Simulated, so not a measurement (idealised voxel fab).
A process module follows: voxel ribs on slabs.
Pictured: cross-section cut, 255 nm wide, on a grid of 5 nm square cells.
In this document a cross-section is written as a grid of square cells. It is given as a series of bands, listed from the top down, and a band is one or more rows of cells. Top, bottom (nm), then materials left to right with widths (nm); lone material tagged "edge to edge" fills the whole band edge to edge; "empty" = empty space. The reference from which all heights are counted is 0, the level beneath which the as-received wafer is entirely one material; the lowest band, having no lower bound, proceeds downward and is written after the example "0..down". Graded width ("30->40"): value in top row of band = first number; value in bottom row = second number; row-to-row change constant. Step note "no change" = no cross-section cell changed. "Enclosed internal cavities" - sealed voids, min. 8 cells, no opening to top; format: width x height at distance (distance from left edge; nm throughout). Step line, after settings: the simulator's comment on this step. overlay nm: where the mask lay relative to plan, measured to the right, on steps with a mask; negatives go left.
SET OUT BELOW ARE THE PLANNED STEPS OF THE PROCESS
1,RECEIVE, material Si
2,DIRECTIONAL_DEP, material SiO2, thk nm 20
3,DIRECTIONAL_DEP, material polySi, thk nm 15
4,MASKED_ETCH, tone cover, mask id RIB, width nm 20, etch materials polySi, depth nm 5, overlay nm 0
5,DIRECTIONAL_DEP, material aC, thk nm 15
6,PATTERN, tone cover, mask id SLAB, material resist, width nm 70, thk nm 30, overlay nm 0
7,DIRECTIONAL_ETCH, etch materials aC, depth nm 15
8,STRIP, etch materials resist
9,DIRECTIONAL_ETCH, etch materials polySi, depth nm 10
10,STRIP, etch materials aC
11,FILL_DEP, material SiO2, thk nm 20
12,CMP, height nm 45
13,DIRECTIONAL_DEP, material W, thk nm 5
14,MASKED_ETCH, tone cover, mask id HEATER, width nm 30, etch materials W, depth nm 5, overlay nm 0
15,CONFORMAL_DEP, material SiN, thk nm 5
CROSS-SECTION, INCOMING MATERIAL, AFTER STEP 1
    0..down = Si edge to edge
    Enclosed internal cavities: none
A WAFER AT THE END: THIS START, THIS PLAN, ONE MISTAKE
    50..45 = empty=110, W=30, empty=115
    45..35 = SiO2 edge to edge
    35..30 = SiO2=115, polySi=20, SiO2=120
    30..20 = SiO2=90, polySi=70, SiO2=95
    20..0 = SiO2 edge to edge
    0..down = Si edge to edge
    Enclosed internal cavities: none
Deviation from plan: plan step 15 never ran because it was skipped
